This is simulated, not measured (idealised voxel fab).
Title: Process Module voxel self aligned vias
Cross-section cut spans 270 nm and uses square cells 5 nm in size.
Reading order for cross-sections: top band down to bottom band. Underlying form: a grid of square cells. Band size: one or more rows of cells.
First you get the band's top height and its bottom height, in nm, and then the materials it's made of, left to right, with each width in nm. If you see a single material with "full width", that one covers the band edge to edge. "empty" is empty space.
It should be noted that heights are counted from 0, beneath which the wafer as supplied is of one material throughout, and that the lowest band possesses no lower boundary but continues downward, as written in "0 -> down".
You'd read "30 to 40" like this: the band's top row of cells is as wide as the first number, its bottom row is as wide as the second, and going down, every row changes width by the same amount as the row before did.
"no change occurred" -> step changed no cross-section cell.
The list in "Trapped cavities" covers empty spaces of 8 cells or more that cannot reach the top through any open way, and it gives each as width x height at distance; the distance is from the left edge, and width, height and distance are in nm.
Post-settings text on a step line: simulator's own remark regarding the step.
"overlay nm" on a masked step: distance the mask lay right of its planned place, negative for left.
Below you will find pairs of cross-sections. In each, one shows the wafer before one process step and the other after it, with the after view ending at the lowest band that changed. Under each pair is the step separating them, along with its settings. Do not assume the pairs form a chain: they can come from different runs of this module on the same starting wafer, and a pair continues from the pair above it only when its "Before this step" entry says so.
-- Before this step
120 -> 85 = 95 nm resist, 30 nm empty, 20 nm resist, 30 nm empty, 95 nm resist
85 -> 70 = aC full width
70 -> 50 = lowk full width
50 -> 40 = 100 nm lowk, 20 nm SiN, 30 nm lowk, 20 nm SiN, 100 nm lowk
40 -> 25 = 100 nm lowk, 5 nm TiN, 10 nm Ru, 5 nm TiN, 30 nm lowk, 5 nm TiN, 10 nm Ru, 5 nm TiN, 100 nm lowk
25 -> 20 = 100 nm lowk, 20 nm TiN, 30 nm lowk, 20 nm TiN, 100 nm lowk
20 -> 5 = SiO2 full width
5 -> 0 = SiCN full width
0 -> down = Si full width
Trapped cavities: none
-- Structure After Step
105 -> 85 = 95 nm resist, 30 nm empty, 20 nm resist, 30 nm empty, 95 nm resist
85 -> 70 = 95 nm aC, 30 nm empty, 20 nm aC, 30 nm empty, 95 nm aC
Heights below 70 show no change.
Trapped cavities: none
Intermediate step for the cross-sections above: DIRECTIONAL_ETCH: etch materials aC, depth nm 15
Before this step: refer to the pair immediately above; the cross-section shown after its step is the state before this one.
-- Structure After Step
85 -> 70 = 95 nm aC, 30 nm empty, 20 nm aC, 30 nm empty, 95 nm aC
Heights below 70 show no change.
Trapped cavities: none
Intermediate step for the cross-sections above: STRIP: etch materials resist
Before this step: refer to the pair immediately above; the cross-section shown after its step is the state before this one.
-- Structure After Step
85 -> 70 = 95 nm aC, 30 nm empty, 20 nm aC, 30 nm empty, 95 nm aC
70 -> 50 = 95 nm lowk, 30 nm empty, 20 nm lowk, 30 nm empty, 95 nm lowk
Heights below 50 show no change.
Trapped cavities: none
Intermediate step for the cross-sections above: DIRECTIONAL_ETCH: etch materials lowk, depth nm 20
Before this step: refer to the pair immediately above; the cross-section shown after its step is the state before this one.
-- Structure After Step
85 -> 70 = 95 nm aC, 30 nm empty, 20 nm aC, 30 nm empty, 95 nm aC
70 -> 50 = 95 nm lowk, 30 nm empty, 20 nm lowk, 30 nm empty, 95 nm lowk
50 -> 40 = 100 nm lowk, 20 nm empty, 30 nm lowk, 20 nm empty, 100 nm lowk
Heights below 40 show no change.
Trapped cavities: none
Intermediate step for the cross-sections above: DIRECTIONAL_ETCH: etch materials SiN, depth nm 10
Before this step: refer to the pair immediately above; the cross-section shown after its step is the state before this one.
-- Structure After Step
70 -> 50 = 95 nm lowk, 30 nm empty, 20 nm lowk, 30 nm empty, 95 nm lowk
Heights below 50 show no change.
Trapped cavities: none
Intermediate step for the cross-sections above: STRIP: etch materials aC
Before this step: refer to the pair immediately above; the cross-section shown after its step is the state before this one.
-- Structure After Step
75 -> 70 = 100 nm TiN, 20 nm empty, 30 nm TiN, 20 nm empty, 100 nm TiN
70 -> 55 = 95 nm lowk, 5 nm TiN, 20 nm empty, 5 nm TiN, 20 nm lowk, 5 nm TiN, 20 nm empty, 5 nm TiN, 95 nm lowk
55 -> 45 = 95 to 100 nm lowk, 10 to 5 nm TiN, 10 nm empty, 10 to 5 nm TiN, 20 to 30 nm lowk, 10 to 5 nm TiN, 10 nm empty, 10 to 5 nm TiN, 95 to 100 nm lowk
45 -> 40 = 100 nm lowk, 20 nm TiN, 30 nm lowk, 20 nm TiN, 100 nm lowk
Heights below 40 show no change.
Trapped cavities: none
Intermediate step for the cross-sections above: CONFORMAL_DEP: material TiN, thk nm 5
Before this step: refer to the pair immediately above; the cross-section shown after its step is the state before this one.
-- Structure After Step
85 -> 75 = W full width
75 -> 70 = 100 nm TiN, 20 nm W, 30 nm TiN, 20 nm W, 100 nm TiN
70 -> 55 = 95 nm lowk, 5 nm TiN, 20 nm W, 5 nm TiN, 20 nm lowk, 5 nm TiN, 20 nm W, 5 nm TiN, 95 nm lowk
55 -> 45 = 95 to 100 nm lowk, 10 to 5 nm TiN, 10 nm W, 10 to 5 nm TiN, 20 to 30 nm lowk, 10 to 5 nm TiN, 10 nm W, 10 to 5 nm TiN, 95 to 100 nm lowk
Heights below 45 show no change.
Trapped cavities: none
Intermediate step for the cross-sections above: FILL_DEP: material W, thk nm 10
Before this step: refer to the pair immediately above; the cross-section shown after its step is the state before this one.
-- Structure After Step
70 -> 55 = 95 nm lowk, 5 nm TiN, 20 nm W, 5 nm TiN, 20 nm lowk, 5 nm TiN, 20 nm W, 5 nm TiN, 95 nm lowk
Heights below 55 show no change.
Trapped cavities: none
Intermediate step for the cross-sections above: CMP: height nm 70
Before this step: refer to the pair immediately above; the cross-section shown after its step is the state before this one.
-- Structure After Step
75 -> 70 = SiN full width
Heights below 70 show no change.
Trapped cavities: none
Intermediate step for the cross-sections above: CONFORMAL_DEP: material SiN, thk nm 5
-- Before this step
85 -> 70 = 95 nm aC, 30 nm empty, 20 nm aC, 30 nm empty, 95 nm aC
70 -> 50 = lowk full width
50 -> 40 = 100 nm lowk, 20 nm SiN, 30 nm lowk, 20 nm SiN, 100 nm lowk
40 -> 25 = 100 nm lowk, 5 nm TiN, 10 nm Ru, 5 nm TiN, 30 nm lowk, 5 nm TiN, 10 nm Ru, 5 nm TiN, 100 nm lowk
25 -> 20 = 100 nm lowk, 20 nm TiN, 30 nm lowk, 20 nm TiN, 100 nm lowk
20 -> 15 = SiCN full width
15 -> 0 = SiO2 full width
0 -> down = Si full width
Trapped cavities: none
-- Structure After Step
85 -> 70 = 95 nm aC, 30 nm empty, 20 nm aC, 30 nm empty, 95 nm aC
70 -> 50 = 95 nm lowk, 30 nm empty, 20 nm lowk, 30 nm empty, 95 nm lowk
50 -> 45 = 95 nm lowk, 5 nm empty, 20 nm SiN, 5 nm empty, 20 nm lowk, 5 nm empty, 20 nm SiN, 5 nm empty, 95 nm lowk
Heights below 45 show no change.
Trapped cavities: none
Intermediate step for the cross-sections above: DIRECTIONAL_ETCH: etch materials lowk, depth nm 25
Before this step: refer to the pair immediately above; the cross-section shown after its step is the state before this one.
-- Structure After Step
85 -> 70 = 95 nm aC, 30 nm empty, 20 nm aC, 30 nm empty, 95 nm aC
70 -> 45 = 95 nm lowk, 30 nm empty, 20 nm lowk, 30 nm empty, 95 nm lowk
45 -> 40 = 100 nm lowk, 20 nm empty, 30 nm lowk, 20 nm empty, 100 nm lowk
Heights below 40 show no change.
Trapped cavities: none
Intermediate step for the cross-sections above: DIRECTIONAL_ETCH: etch materials SiN, depth nm 10
Before this step: refer to the pair immediately above; the cross-section shown after its step is the state before this one.
-- Structure After Step
70 -> 45 = 95 nm lowk, 30 nm empty, 20 nm lowk, 30 nm empty, 95 nm lowk
Heights below 45 show no change.
Trapped cavities: none
Intermediate step for the cross-sections above: STRIP: etch materials aC
Before this step: refer to the pair immediately above; the cross-section shown after its step is the state before this one.
-- Structure After Step
75 -> 70 = 100 nm TiN, 20 nm empty, 30 nm TiN, 20 nm empty, 100 nm TiN
70 -> 50 = 95 nm lowk, 5 nm TiN, 20 nm empty, 5 nm TiN, 20 nm lowk, 5 nm TiN, 20 nm empty, 5 nm TiN, 95 nm lowk
50 -> 45 = 95 nm lowk, 10 nm TiN, 10 nm empty, 10 nm TiN, 20 nm lowk, 10 nm TiN, 10 nm empty, 10 nm TiN, 95 nm lowk
45 -> 40 = 100 nm lowk, 20 nm TiN, 30 nm lowk, 20 nm TiN, 100 nm lowk
Heights below 40 show no change.
Trapped cavities: none
Intermediate step for the cross-sections above: CONFORMAL_DEP: material TiN, thk nm 5
Before this step: refer to the pair immediately above; the cross-section shown after its step is the state before this one.
-- Structure After Step
85 -> 75 = W full width
75 -> 70 = 100 nm TiN, 20 nm W, 30 nm TiN, 20 nm W, 100 nm TiN
70 -> 50 = 95 nm lowk, 5 nm TiN, 20 nm W, 5 nm TiN, 20 nm lowk, 5 nm TiN, 20 nm W, 5 nm TiN, 95 nm lowk
50 -> 45 = 95 nm lowk, 10 nm TiN, 10 nm W, 10 nm TiN, 20 nm lowk, 10 nm TiN, 10 nm W, 10 nm TiN, 95 nm lowk
Heights below 45 show no change.
Trapped cavities: none
Intermediate step for the cross-sections above: FILL_DEP: material W, thk nm 10
Before this step: refer to the pair immediately above; the cross-section shown after its step is the state before this one.
-- Structure After Step
70 -> 50 = 95 nm lowk, 5 nm TiN, 20 nm W, 5 nm TiN, 20 nm lowk, 5 nm TiN, 20 nm W, 5 nm TiN, 95 nm lowk
Heights below 50 show no change.
Trapped cavities: none
Intermediate step for the cross-sections above: CMP: height nm 70
Before this step: refer to the pair immediately above; the cross-section shown after its step is the state before this one.
-- Structure After Step
75 -> 70 = SiN full width
Heights below 70 show no change.
Trapped cavities: none
Intermediate step for the cross-sections above: CONFORMAL_DEP: material SiN, thk nm 5
-- Before this step
60 -> 50 = aC full width
50 -> 20 = lowk full width
20 -> 15 = SiCN full width
15 -> 0 = SiO2 full width
0 -> down = Si full width
Trapped cavities: none
-- Structure After Step
90 -> 60 = 95 nm resist, 30 nm empty, 20 nm resist, 30 nm empty, 95 nm resist
Heights below 60 show no change.
Trapped cavities: none
Intermediate step for the cross-sections above: PATTERN: tone open, mask id LINES, material resist, width nm 30, pitch nm 50, thk nm 30, overlay nm 0
Before this step: refer to the pair immediately above; the cross-section shown after its step is the state before this one.
-- Structure After Step
80 -> 60 = 95 nm resist, 30 nm empty, 20 nm resist, 30 nm empty, 95 nm resist
60 -> 50 = 95 nm aC, 30 nm empty, 20 nm aC, 30 nm empty, 95 nm aC
Heights below 50 show no change.
Trapped cavities: none
Intermediate step for the cross-sections above: DIRECTIONAL_ETCH: etch materials aC, depth nm 10
Before this step: refer to the pair immediately above; the cross-section shown after its step is the state before this one.
-- Structure After Step
60 -> 50 = 95 nm aC, 30 nm empty, 20 nm aC, 30 nm empty, 95 nm aC
Heights below 50 show no change.
Trapped cavities: none
Intermediate step for the cross-sections above: STRIP: etch materials resist
Before this step: refer to the pair immediately above; the cross-section shown after its step is the state before this one.
-- Structure After Step
60 -> 50 = 95 nm aC, 30 nm empty, 20 nm aC, 30 nm empty, 95 nm aC
50 -> 20 = 95 nm lowk, 30 nm empty, 20 nm lowk, 30 nm empty, 95 nm lowk
Heights below 20 show no change.
Trapped cavities: none
Intermediate step for the cross-sections above: DIRECTIONAL_ETCH: etch materials lowk, depth nm 30
Before this step: refer to the pair immediately above; the cross-section shown after its step is the state before this one.
-- Structure After Step
50 -> 20 = 95 nm lowk, 30 nm empty, 20 nm lowk, 30 nm empty, 95 nm lowk
Heights below 20 show no change.
Trapped cavities: none
Intermediate step for the cross-sections above: STRIP: etch materials aC
Before this step: refer to the pair immediately above; the cross-section shown after its step is the state before this one.
-- Structure After Step
55 -> 50 = 100 nm TiN, 20 nm empty, 30 nm TiN, 20 nm empty, 100 nm TiN
50 -> 25 = 95 nm lowk, 5 nm TiN, 20 nm empty, 5 nm TiN, 20 nm lowk, 5 nm TiN, 20 nm empty, 5 nm TiN, 95 nm lowk
25 -> 20 = 95 nm lowk, 30 nm TiN, 20 nm lowk, 30 nm TiN, 95 nm lowk
Heights below 20 show no change.
Trapped cavities: none
Intermediate step for the cross-sections above: CONFORMAL_DEP: material TiN, thk nm 5
Before this step: refer to the pair immediately above; the cross-section shown after its step is the state before this one.
-- Structure After Step
65 -> 55 = Ru full width
55 -> 50 = 100 nm TiN, 20 nm Ru, 30 nm TiN, 20 nm Ru, 100 nm TiN
50 -> 25 = 95 nm lowk, 5 nm TiN, 20 nm Ru, 5 nm TiN, 20 nm lowk, 5 nm TiN, 20 nm Ru, 5 nm TiN, 95 nm lowk
Heights below 25 show no change.
Trapped cavities: none
Intermediate step for the cross-sections above: FILL_DEP: material Ru, thk nm 10
Before this step: refer to the pair immediately above; the cross-section shown after its step is the state before this one.
-- Structure After Step
50 -> 25 = 95 nm lowk, 5 nm TiN, 20 nm Ru, 5 nm TiN, 20 nm lowk, 5 nm TiN, 20 nm Ru, 5 nm TiN, 95 nm lowk
Heights below 25 show no change.
Trapped cavities: none
Intermediate step for the cross-sections above: CMP: height nm 50
Before this step: refer to the pair immediately above; the cross-section shown after its step is the state before this one.
-- Structure After Step
50 -> 40 = 95 nm lowk, 30 nm empty, 20 nm lowk, 30 nm empty, 95 nm lowk
Heights below 40 show no change.
Trapped cavities: none
Intermediate step for the cross-sections above: SELECTIVE_ETCH: etch materials W Ru TiN, depth nm 10
Before this step: refer to the pair immediately above; the cross-section shown after its step is the state before this one.
-- Structure After Step
55 -> 50 = SiN full width
50 -> 40 = 95 nm lowk, 30 nm SiN, 20 nm lowk, 30 nm SiN, 95 nm lowk
Heights below 40 show no change.
Trapped cavities: none
Intermediate step for the cross-sections above: FILL_DEP: material SiN, thk nm 5
Before this step: refer to the pair immediately above; the cross-section shown after its step is the state before this one.
-- Structure After Step
50 -> 40 = 95 nm lowk, 30 nm SiN, 20 nm lowk, 30 nm SiN, 95 nm lowk
Heights below 40 show no change.
Trapped cavities: none
Intermediate step for the cross-sections above: CMP: height nm 50
Before this step: refer to the pair immediately above; the cross-section shown after its step is the state before this one.
-- Structure After Step
70 -> 50 = lowk full width
Heights below 50 show no change.
Trapped cavities: none
Intermediate step for the cross-sections above: DIRECTIONAL_DEP: material lowk, thk nm 20
Before this step: refer to the pair immediately above; the cross-section shown after its step is the state before this one.
-- Structure After Step
85 -> 70 = aC full width
Heights below 70 show no change.
Trapped cavities: none
Intermediate step for the cross-sections above: DIRECTIONAL_DEP: material aC, thk nm 15
Before this step: refer to the pair immediately above; the cross-section shown after its step is the state before this one.
-- Structure After Step
120 -> 85 = 95 nm resist, 30 nm empty, 20 nm resist, 30 nm empty, 95 nm resist
Heights below 85 show no change.
Trapped cavities: none
Intermediate step for the cross-sections above: PATTERN: tone open, mask id VIAS, material resist, width nm 30, pitch nm 50, thk nm 35, overlay nm 0
Before this step: refer to the pair immediately above; the cross-section shown after its step is the state before this one.
-- Structure After Step
105 -> 85 = 95 nm resist, 30 nm empty, 20 nm resist, 30 nm empty, 95 nm resist
85 -> 70 = 95 nm aC, 30 nm empty, 20 nm aC, 30 nm empty, 95 nm aC
Heights below 70 show no change.
Trapped cavities: none
Intermediate step for the cross-sections above: DIRECTIONAL_ETCH: etch materials aC, depth nm 15
Before this step: refer to the pair immediately above; the cross-section shown after its step is the state before this one.
-- Structure After Step
85 -> 70 = 95 nm aC, 30 nm empty, 20 nm aC, 30 nm empty, 95 nm aC
Heights below 70 show no change.
Trapped cavities: none
Intermediate step for the cross-sections above: STRIP: etch materials resist
Before this step: refer to the pair immediately above; the cross-section shown after its step is the state before this one.
-- Structure After Step
85 -> 70 = 95 nm aC, 30 nm empty, 20 nm aC, 30 nm empty, 95 nm aC
70 -> 50 = 95 nm lowk, 30 nm empty, 20 nm lowk, 30 nm empty, 95 nm lowk
Heights below 50 show no change.
Trapped cavities: none
Intermediate step for the cross-sections above: DIRECTIONAL_ETCH: etch materials lowk, depth nm 20
Before this step: refer to the pair immediately above; the cross-section shown after its step is the state before this one.
-- Structure After Step
85 -> 70 = 95 nm aC, 30 nm empty, 20 nm aC, 30 nm empty, 95 nm aC
70 -> 40 = 95 nm lowk, 30 nm empty, 20 nm lowk, 30 nm empty, 95 nm lowk
Heights below 40 show no change.
Trapped cavities: none
Intermediate step for the cross-sections above: DIRECTIONAL_ETCH: etch materials SiN, depth nm 10
Before this step: refer to the pair immediately above; the cross-section shown after its step is the state before this one.
-- Structure After Step
70 -> 40 = 95 nm lowk, 30 nm empty, 20 nm lowk, 30 nm empty, 95 nm lowk
Heights below 40 show no change.
Trapped cavities: none
Intermediate step for the cross-sections above: STRIP: etch materials aC
Before this step: refer to the pair immediately above; the cross-section shown after its step is the state before this one.
-- Structure After Step
75 -> 70 = 100 nm TiN, 20 nm empty, 30 nm TiN, 20 nm empty, 100 nm TiN
70 -> 45 = 95 nm lowk, 5 nm TiN, 20 nm empty, 5 nm TiN, 20 nm lowk, 5 nm TiN, 20 nm empty, 5 nm TiN, 95 nm lowk
45 -> 40 = 95 nm lowk, 30 nm TiN, 20 nm lowk, 30 nm TiN, 95 nm lowk
Heights below 40 show no change.
Trapped cavities: none
Intermediate step for the cross-sections above: CONFORMAL_DEP: material TiN, thk nm 5
Before this step: refer to the pair immediately above; the cross-section shown after its step is the state before this one.
-- Structure After Step
85 -> 75 = W full width
75 -> 70 = 100 nm TiN, 20 nm W, 30 nm TiN, 20 nm W, 100 nm TiN
70 -> 45 = 95 nm lowk, 5 nm TiN, 20 nm W, 5 nm TiN, 20 nm lowk, 5 nm TiN, 20 nm W, 5 nm TiN, 95 nm lowk
Heights below 45 show no change.
Trapped cavities: none
Intermediate step for the cross-sections above: FILL_DEP: material W, thk nm 10
Before this step: refer to the pair immediately above; the cross-section shown after its step is the state before this one.
-- Structure After Step
70 -> 45 = 95 nm lowk, 5 nm TiN, 20 nm W, 5 nm TiN, 20 nm lowk, 5 nm TiN, 20 nm W, 5 nm TiN, 95 nm lowk
Heights below 45 show no change.
Trapped cavities: none
Intermediate step for the cross-sections above: CMP: height nm 70
Before this step: refer to the pair immediately above; the cross-section shown after its step is the state before this one.
-- Structure After Step
75 -> 70 = SiN full width
Heights below 70 show no change.
Trapped cavities: none
Intermediate step for the cross-sections above: CONFORMAL_DEP: material SiN, thk nm 5
-- Before this step
60 -> 50 = aC full width
50 -> 20 = lowk full width
20 -> 15 = SiCN full width
15 -> 0 = SiO2 full width
0 -> down = Si full width
Trapped cavities: none
-- Structure After Step
90 -> 60 = 105 nm resist, 20 nm empty, 30 nm resist, 20 nm empty, 95 nm resist
Heights below 60 show no change.
Trapped cavities: none
Intermediate step for the cross-sections above: PATTERN: tone open, mask id LINES, material resist, width nm 20, pitch nm 50, thk nm 30, overlay nm 5
Before this step: refer to the pair immediately above; the cross-section shown after its step is the state before this one.
-- Structure After Step
80 -> 60 = 105 nm resist, 20 nm empty, 30 nm resist, 20 nm empty, 95 nm resist
60 -> 50 = 105 nm aC, 20 nm empty, 30 nm aC, 20 nm empty, 95 nm aC
Heights below 50 show no change.
Trapped cavities: none
Intermediate step for the cross-sections above: DIRECTIONAL_ETCH: etch materials aC, depth nm 10
Before this step: refer to the pair immediately above; the cross-section shown after its step is the state before this one.
-- Structure After Step
60 -> 50 = 105 nm aC, 20 nm empty, 30 nm aC, 20 nm empty, 95 nm aC
Heights below 50 show no change.
Trapped cavities: none
Intermediate step for the cross-sections above: STRIP: etch materials resist
Before this step: refer to the pair immediately above; the cross-section shown after its step is the state before this one.
-- Structure After Step
60 -> 50 = 105 nm aC, 20 nm empty, 30 nm aC, 20 nm empty, 95 nm aC
50 -> 20 = 105 nm lowk, 20 nm empty, 30 nm lowk, 20 nm empty, 95 nm lowk
Heights below 20 show no change.
Trapped cavities: none
Intermediate step for the cross-sections above: DIRECTIONAL_ETCH: etch materials lowk, depth nm 30
Before this step: refer to the pair immediately above; the cross-section shown after its step is the state before this one.
-- Structure After Step
50 -> 20 = 105 nm lowk, 20 nm empty, 30 nm lowk, 20 nm empty, 95 nm lowk
Heights below 20 show no change.
Trapped cavities: none
Intermediate step for the cross-sections above: STRIP: etch materials aC
Before this step: refer to the pair immediately above; the cross-section shown after its step is the state before this one.
-- Structure After Step
55 -> 50 = 110 nm TiN, 10 nm empty, 40 nm TiN, 10 nm empty, 100 nm TiN
50 -> 25 = 105 nm lowk, 5 nm TiN, 10 nm empty, 5 nm TiN, 30 nm lowk, 5 nm TiN, 10 nm empty, 5 nm TiN, 95 nm lowk
25 -> 20 = 105 nm lowk, 20 nm TiN, 30 nm lowk, 20 nm TiN, 95 nm lowk
Heights below 20 show no change.
Trapped cavities: none
Intermediate step for the cross-sections above: CONFORMAL_DEP: material TiN, thk nm 5
Before this step: refer to the pair immediately above; the cross-section shown after its step is the state before this one.
-- Structure After Step
65 -> 55 = Ru full width
55 -> 50 = 110 nm TiN, 10 nm Ru, 40 nm TiN, 10 nm Ru, 100 nm TiN
50 -> 25 = 105 nm lowk, 5 nm TiN, 10 nm Ru, 5 nm TiN, 30 nm lowk, 5 nm TiN, 10 nm Ru, 5 nm TiN, 95 nm lowk
Heights below 25 show no change.
Trapped cavities: none
Intermediate step for the cross-sections above: FILL_DEP: material Ru, thk nm 10
Before this step: refer to the pair immediately above; the cross-section shown after its step is the state before this one.
-- Structure After Step
50 -> 25 = 105 nm lowk, 5 nm TiN, 10 nm Ru, 5 nm TiN, 30 nm lowk, 5 nm TiN, 10 nm Ru, 5 nm TiN, 95 nm lowk
Heights below 25 show no change.
Trapped cavities: none
Intermediate step for the cross-sections above: CMP: height nm 50
Before this step: refer to the pair immediately above; the cross-section shown after its step is the state before this one.
-- Structure After Step
50 -> 40 = 105 nm lowk, 20 nm empty, 30 nm lowk, 20 nm empty, 95 nm lowk
Heights below 40 show no change.
Trapped cavities: none
Intermediate step for the cross-sections above: SELECTIVE_ETCH: etch materials W Ru TiN, depth nm 10
Before this step: refer to the pair immediately above; the cross-section shown after its step is the state before this one.
-- Structure After Step
55 -> 50 = SiN full width
50 -> 40 = 105 nm lowk, 20 nm SiN, 30 nm lowk, 20 nm SiN, 95 nm lowk
Heights below 40 show no change.
Trapped cavities: none
Intermediate step for the cross-sections above: FILL_DEP: material SiN, thk nm 5
Before this step: refer to the pair immediately above; the cross-section shown after its step is the state before this one.
-- Structure After Step
50 -> 40 = 105 nm lowk, 20 nm SiN, 30 nm lowk, 20 nm SiN, 95 nm lowk
Heights below 40 show no change.
Trapped cavities: none
Intermediate step for the cross-sections above: CMP: height nm 50
Before this step: refer to the pair immediately above; the cross-section shown after its step is the state before this one.
-- Structure After Step
70 -> 50 = lowk full width
Heights below 50 show no change.
Trapped cavities: none
Intermediate step for the cross-sections above: DIRECTIONAL_DEP: material lowk, thk nm 20
Before this step: refer to the pair immediately above; the cross-section shown after its step is the state before this one.
-- Structure After Step
85 -> 70 = aC full width
Heights below 70 show no change.
Trapped cavities: none
Intermediate step for the cross-sections above: DIRECTIONAL_DEP: material aC, thk nm 15
Before this step: refer to the pair immediately above; the cross-section shown after its step is the state before this one.
-- Structure After Step
120 -> 85 = 95 nm resist, 30 nm empty, 20 nm resist, 30 nm empty, 95 nm resist
Heights below 85 show no change.
Trapped cavities: none
Intermediate step for the cross-sections above: PATTERN: tone open, mask id VIAS, material resist, width nm 30, pitch nm 50, thk nm 35, overlay nm 0
Before this step: refer to the pair immediately above; the cross-section shown after its step is the state before this one.
-- Structure After Step
105 -> 85 = 95 nm resist, 30 nm empty, 20 nm resist, 30 nm empty, 95 nm resist
85 -> 70 = 95 nm aC, 30 nm empty, 20 nm aC, 30 nm empty, 95 nm aC
Heights below 70 show no change.
Trapped cavities: none
Intermediate step for the cross-sections above: DIRECTIONAL_ETCH: etch materials aC, depth nm 15
Before this step: refer to the pair immediately above; the cross-section shown after its step is the state before this one.
-- Structure After Step
85 -> 70 = 95 nm aC, 30 nm empty, 20 nm aC, 30 nm empty, 95 nm aC
Heights below 70 show no change.
Trapped cavities: none
Intermediate step for the cross-sections above: STRIP: etch materials resist
Before this step: refer to the pair immediately above; the cross-section shown after its step is the state before this one.
-- Structure After Step
85 -> 70 = 95 nm aC, 30 nm empty, 20 nm aC, 30 nm empty, 95 nm aC
70 -> 50 = 95 nm lowk, 30 nm empty, 20 nm lowk, 30 nm empty, 95 nm lowk
Heights below 50 show no change.
Trapped cavities: none
Intermediate step for the cross-sections above: DIRECTIONAL_ETCH: etch materials lowk, depth nm 20
Before this step: refer to the pair immediately above; the cross-section shown after its step is the state before this one.
-- Structure After Step
85 -> 70 = 95 nm aC, 30 nm empty, 20 nm aC, 30 nm empty, 95 nm aC
70 -> 50 = 95 nm lowk, 30 nm empty, 20 nm lowk, 30 nm empty, 95 nm lowk
50 -> 40 = 105 nm lowk, 20 nm empty, 30 nm lowk, 20 nm empty, 95 nm lowk
Heights below 40 show no change.
Trapped cavities: none
Intermediate step for the cross-sections above: DIRECTIONAL_ETCH: etch materials SiN, depth nm 10
Before this step: refer to the pair immediately above; the cross-section shown after its step is the state before this one.
-- Structure After Step
70 -> 50 = 95 nm lowk, 30 nm empty, 20 nm lowk, 30 nm empty, 95 nm lowk
Heights below 50 show no change.
Trapped cavities: none
Intermediate step for the cross-sections above: STRIP: etch materials aC
Before this step: refer to the pair immediately above; the cross-section shown after its step is the state before this one.
-- Structure After Step
75 -> 70 = 100 nm TiN, 20 nm empty, 30 nm TiN, 20 nm empty, 100 nm TiN
70 -> 55 = 95 nm lowk, 5 nm TiN, 20 nm empty, 5 nm TiN, 20 nm lowk, 5 nm TiN, 20 nm empty, 5 nm TiN, 95 nm lowk
55 -> 45 = 95 to 105 nm lowk, 15 to 5 nm TiN, 10 nm empty, 5 nm TiN, 20 to 30 nm lowk, 15 to 5 nm TiN, 10 nm empty, 5 nm TiN, 95 nm lowk
45 -> 40 = 105 nm lowk, 20 nm TiN, 30 nm lowk, 20 nm TiN, 95 nm lowk
Heights below 40 show no change.
Trapped cavities: none
Intermediate step for the cross-sections above: CONFORMAL_DEP: material TiN, thk nm 5
Before this step: refer to the pair immediately above; the cross-section shown after its step is the state before this one.
-- Structure After Step
85 -> 75 = W full width
75 -> 70 = 100 nm TiN, 20 nm W, 30 nm TiN, 20 nm W, 100 nm TiN
70 -> 55 = 95 nm lowk, 5 nm TiN, 20 nm W, 5 nm TiN, 20 nm lowk, 5 nm TiN, 20 nm W, 5 nm TiN, 95 nm lowk
55 -> 45 = 95 to 105 nm lowk, 15 to 5 nm TiN, 10 nm W, 5 nm TiN, 20 to 30 nm lowk, 15 to 5 nm TiN, 10 nm W, 5 nm TiN, 95 nm lowk
Heights below 45 show no change.
Trapped cavities: none
Intermediate step for the cross-sections above: FILL_DEP: material W, thk nm 10
Before this step: refer to the pair immediately above; the cross-section shown after its step is the state before this one.
-- Structure After Step
70 -> 55 = 95 nm lowk, 5 nm TiN, 20 nm W, 5 nm TiN, 20 nm lowk, 5 nm TiN, 20 nm W, 5 nm TiN, 95 nm lowk
Heights below 55 show no change.
Trapped cavities: none
Intermediate step for the cross-sections above: CMP: height nm 70
Before this step: refer to the pair immediately above; the cross-section shown after its step is the state before this one.
-- Structure After Step
75 -> 70 = SiN full width
Heights below 70 show no change.
Trapped cavities: none
Intermediate step for the cross-sections above: CONFORMAL_DEP: material SiN, thk nm 5
-- Before this step
15 -> 0 = SiO2 full width
0 -> down = Si full width
Trapped cavities: none
-- Structure After Step
20 -> 15 = W full width
Heights below 15 show no change.
Trapped cavities: none
Intermediate step for the cross-sections above: CONFORMAL_DEP: material W, thk nm 5
Before this step: refer to the pair immediately above; the cross-section shown after its step is the state before this one.
-- Structure After Step
50 -> 20 = lowk full width
Heights below 20 show no change.
Trapped cavities: none
Intermediate step for the cross-sections above: DIRECTIONAL_DEP: material lowk, thk nm 30
Before this step: refer to the pair immediately above; the cross-section shown after its step is the state before this one.
-- Structure After Step
60 -> 50 = aC full width
Heights below 50 show no change.
Trapped cavities: none
Intermediate step for the cross-sections above: DIRECTIONAL_DEP: material aC, thk nm 10
Before this step: refer to the pair immediately above; the cross-section shown after its step is the state before this one.
-- Structure After Step
90 -> 60 = 100 nm resist, 20 nm empty, 30 nm resist, 20 nm empty, 100 nm resist
Heights below 60 show no change.
Trapped cavities: none
Intermediate step for the cross-sections above: PATTERN: tone open, mask id LINES, material resist, width nm 20, pitch nm 50, thk nm 30, overlay nm 0
Before this step: refer to the pair immediately above; the cross-section shown after its step is the state before this one.
-- Structure After Step
80 -> 60 = 100 nm resist, 20 nm empty, 30 nm resist, 20 nm empty, 100 nm resist
60 -> 50 = 100 nm aC, 20 nm empty, 30 nm aC, 20 nm empty, 100 nm aC
Heights below 50 show no change.
Trapped cavities: none
Intermediate step for the cross-sections above: DIRECTIONAL_ETCH: etch materials aC, depth nm 10
Before this step: refer to the pair immediately above; the cross-section shown after its step is the state before this one.
-- Structure After Step
60 -> 50 = 100 nm aC, 20 nm empty, 30 nm aC, 20 nm empty, 100 nm aC
Heights below 50 show no change.
Trapped cavities: none
Intermediate step for the cross-sections above: STRIP: etch materials resist
Before this step: refer to the pair immediately above; the cross-section shown after its step is the state before this one.
-- Structure After Step
60 -> 50 = 100 nm aC, 20 nm empty, 30 nm aC, 20 nm empty, 100 nm aC
50 -> 20 = 100 nm lowk, 20 nm empty, 30 nm lowk, 20 nm empty, 100 nm lowk
Heights below 20 show no change.
Trapped cavities: none
Intermediate step for the cross-sections above: DIRECTIONAL_ETCH: etch materials lowk, depth nm 30
Before this step: refer to the pair immediately above; the cross-section shown after its step is the state before this one.
-- Structure After Step
50 -> 20 = 100 nm lowk, 20 nm empty, 30 nm lowk, 20 nm empty, 100 nm lowk
Heights below 20 show no change.
Trapped cavities: none
Intermediate step for the cross-sections above: STRIP: etch materials aC
Before this step: refer to the pair immediately above; the cross-section shown after its step is the state before this one.
-- Structure After Step
55 -> 50 = 105 nm TiN, 10 nm empty, 40 nm TiN, 10 nm empty, 105 nm TiN
50 -> 25 = 100 nm lowk, 5 nm TiN, 10 nm empty, 5 nm TiN, 30 nm lowk, 5 nm TiN, 10 nm empty, 5 nm TiN, 100 nm lowk
25 -> 20 = 100 nm lowk, 20 nm TiN, 30 nm lowk, 20 nm TiN, 100 nm lowk
Heights below 20 show no change.
Trapped cavities: none
Intermediate step for the cross-sections above: CONFORMAL_DEP: material TiN, thk nm 5
